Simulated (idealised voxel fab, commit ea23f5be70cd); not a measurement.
This is a process module. Its name is voxel gate over fins.
Square cells of 5 nm make up the cross-section cut, whose width is 230 nm.
Notation: cross-section as square-cell grid; stated in bands, top first, going down; one or more cell rows per band. Top, bottom (nm), then materials left to right with widths (nm); lone material tagged "full width" fills the whole band edge to edge; "empty" = empty space. A quick word on heights: they are counted from 0, and under that level the wafer as it came to us is one material throughout. The lowest band is different from the rest in having no bottom; it simply continues downward, written as in "0 and below". So if you see something like "30 to 40" for the width, read it as the top row of the band sitting at the first number and the bottom row at the second, with every row in between moving by the same amount as the last. "nothing was modified" means the step left every cell of the cross-section as it was. "Sealed internal voids" enumerates empty spaces isolated from the top, with no open way to it, that contain at least 8 cells, giving each as width x height at distance from the left edge, all three in nm. If you see something after the settings on a step's line, that's the simulator's own remark about that step. "overlay nm" answers the question of how far to the right of plan the mask lay on a step that has a mask, and when it is negative the answer is to the left.
## These are the steps we planned for the process
1) RECEIVE (material Si)
2) CONFORMAL_DEP (material SiN; thk nm 10)
3) MASKED_ETCH (tone cover; mask id FINS; width nm 15; pitch nm 50; etch materials SiN; depth nm 10; overlay nm 0)
4) MASKED_ETCH (tone cover; mask id FINS; width nm 15; pitch nm 50; etch materials Si; depth nm 35; overlay nm 0)
5) FILL_DEP (material SiO2; thk nm 5)
6) CMP (height nm 10)
7) MASKED_ETCH (tone open; mask id RAIL; width nm 15; etch materials SiO2; depth nm 40; overlay nm 0)
8) CONFORMAL_DEP (material TiN; thk nm 5)
9) FILL_DEP (material Ru; thk nm 10)
10) CMP (height nm 10)
11) SELECTIVE_ETCH (etch materials W Ru TiN; depth nm 35)
12) FILL_DEP (material SiO2; thk nm 5)
13) CMP (height nm 10)
14) SELECTIVE_ETCH (etch materials SiO2; depth nm 25)
15) STRIP (etch materials SiN)
16) CONFORMAL_DEP (material HfO2; thk nm 5)
17) CONFORMAL_DEP (material TiN; thk nm 5)
18) CONFORMAL_DEP (material TiAl; thk nm 5)
19) CONFORMAL_DEP (material TiN; thk nm 5)
20) FILL_DEP (material W; thk nm 10)
21) CMP (height nm 25)
22) CONFORMAL_DEP (material SiCN; thk nm 5)
## Shown in cross-section is the wafer as received, that is, as it stands after step 1
  0 and below | Si full width
  Sealed internal voids: none
## One mistake in running the module, otherwise start and plan as above: cross-section at the end
  30 down to 25 | SiCN full width
  25 down to 20 | W full width
  20 down to 15 | W: 60, then TiN: 105, then W: 65
  15 down to 10 | W: 60, then TiN: 5, then TiAl: 45, then TiN: 5, then TiAl: 45, then TiN: 5, then W: 65
  10 down to 5 | W: 60, then TiN: 5, then TiAl: 5, then HfO2: 35, then TiAl: 5, then TiN: 5, then TiAl: 5, then HfO2: 35, then TiAl: 5, then TiN: 5, then W: 65
  5 down to 0 | TiN: 65, then TiAl: 5, then HfO2: 5, then TiN: 25, then HfO2: 5, then TiAl: 5, then TiN: 5, then TiAl: 5, then HfO2: 5, then TiN: 25, then HfO2: 5, then TiAl: 5, then TiN: 70
  0 down to -5 | TiAl: 70, then HfO2: 5, then TiN: 5, then Si: 15, then TiN: 5, then HfO2: 5, then TiAl: 15, then HfO2: 5, then TiN: 5, then Si: 15, then TiN: 5, then HfO2: 5, then TiAl: 75
  -5 down to -10 | HfO2: 75, then TiN: 5, then Si: 15, then TiN: 5, then HfO2: 25, then TiN: 5, then Si: 15, then TiN: 5, then HfO2: 80
  -10 down to -15 | TiN: 80, then Si: 15, then TiN: 35, then Si: 15, then TiN: 85
  -15 down to -25 | SiO2: 80, then Si: 15, then SiO2: 35, then Si: 15, then SiO2: 85
  -25 down to -30 | SiO2: 80, then Si: 15, then SiO2: 10, then TiN: 15, then SiO2: 10, then Si: 15, then SiO2: 85
  -30 down to -35 | SiO2: 80, then Si: 15, then SiO2: 35, then Si: 15, then SiO2: 85
  -35 and below | Si full width
  Sealed internal voids: none
Plan not followed: steps 16 and 17 run out of order (swapped)
